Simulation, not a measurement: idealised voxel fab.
This is a process module. Its name is voxel self aligned vias.
The width of the displayed cross-section, cut, is 265 nm; its cells are square, with a size of 5 nm.
If you're reading a cross-section in this doc, picture square cells in a grid; it comes to you as bands, top ones listed first down to the bottom, and a band can be one or more rows of cells. First you get the band's top height and its bottom height, in nm, and then the materials it's made of, left to right, with each width in nm. If you see a single material with "all across", that one covers the band edge to edge. "air" is empty space. We count height from 0. Below that, the starting wafer is all one material. The lowest band never ends at the bottom but goes on down; see "top 0, no bottom" for how that is written. Width spec "30 to 40" -> top row of cells at first value, bottom row at second value, equal per-row change in between. Step marked "remained unchanged"? Then no cell in the cross-section changed in it. "closed voids": empty spaces of 8 cells or more with no open way to the top, each given as width x height at distance, distance from the left edge, all in nm. Step line, after settings: the simulator's comment on this step. "overlay nm", when on a step's line for a step with a mask, measures how far to the right of its planned place the mask lay; a negative measure means to the left.
# This section lists the process steps that were planned
1,RECEIVE with material Si
2,CONFORMAL_DEP with material SiO2, thk nm 15
3,CONFORMAL_DEP with material SiCN, thk nm 5
4,DIRECTIONAL_DEP with material lowk, thk nm 25
5,DIRECTIONAL_DEP with material aC, thk nm 10
6,PATTERN with tone open, mask id LINES, material resist, width nm 30, pitch nm 80, thk nm 30, overlay nm 0
7,DIRECTIONAL_ETCH with etch materials aC, depth nm 10
8,STRIP with etch materials resist
9,DIRECTIONAL_ETCH with etch materials lowk, depth nm 25
10,STRIP with etch materials aC
11,CONFORMAL_DEP with material TiN, thk nm 5
12,FILL_DEP with material Ru, thk nm 10
13,CMP with height nm 45
14,SELECTIVE_ETCH with etch materials W Ru TiN, depth nm 10
15,FILL_DEP with material SiN, thk nm 5
16,CMP with height nm 45
17,DIRECTIONAL_DEP with material lowk, thk nm 15
18,DIRECTIONAL_DEP with material aC, thk nm 10
19,PATTERN with tone open, mask id VIAS, material resist, width nm 50, pitch nm 160, thk nm 30, overlay nm 0
20,DIRECTIONAL_ETCH with etch materials aC, depth nm 10
21,STRIP with etch materials resist
22,DIRECTIONAL_ETCH with etch materials lowk, depth nm 15
23,DIRECTIONAL_ETCH with etch materials SiN, depth nm 10
24,STRIP with etch materials aC
25,CONFORMAL_DEP with material TiN, thk nm 5
26,FILL_DEP with material Cu, thk nm 10
27,CMP with height nm 60
28,CONFORMAL_DEP with material SiCN, thk nm 5
# Received-state cross-section, reflecting completion of step 1
> top 0, no bottom = Si all across
> closed voids: none
# Final wafer profile in cross-section after the module, from the same start and plan as above, with one mistake made during processing
> top 65, bottom 60 = SiCN all across
> top 60, bottom 50 = 25 lowk | 5 TiN | 40 Cu | 5 TiN | 110 lowk | 5 TiN | 40 Cu | 5 TiN | 30 lowk
> top 50, bottom 45 = 25 lowk | 15 TiN | 20 Cu | 15 TiN | 110 lowk | 15 TiN | 20 Cu | 15 TiN | 30 lowk
> top 45, bottom 40 = 35 lowk | 5 TiN | 20 Cu | 5 TiN | 50 lowk | 30 SiN | 50 lowk | 5 TiN | 20 Cu | 5 TiN | 40 lowk
> top 40, bottom 35 = 35 lowk | 30 TiN | 50 lowk | 30 SiN | 50 lowk | 30 TiN | 40 lowk
> top 35, bottom 25 = 35 lowk | 5 TiN | 20 SiN | 5 TiN | 50 lowk | 5 TiN | 20 SiN | 5 TiN | 50 lowk | 5 TiN | 20 SiN | 5 TiN | 40 lowk
> top 25, bottom 20 = 35 lowk | 30 TiN | 50 lowk | 30 TiN | 50 lowk | 30 TiN | 40 lowk
> top 20, bottom 15 = SiCN all across
> top 15, bottom 0 = SiO2 all across
> top 0, no bottom = Si all across
> closed voids: none
Misprocessing identified: step 12 was run on a setting that differed from the plan, and what really ran there is FILL_DEP with material SiN, thk nm 10
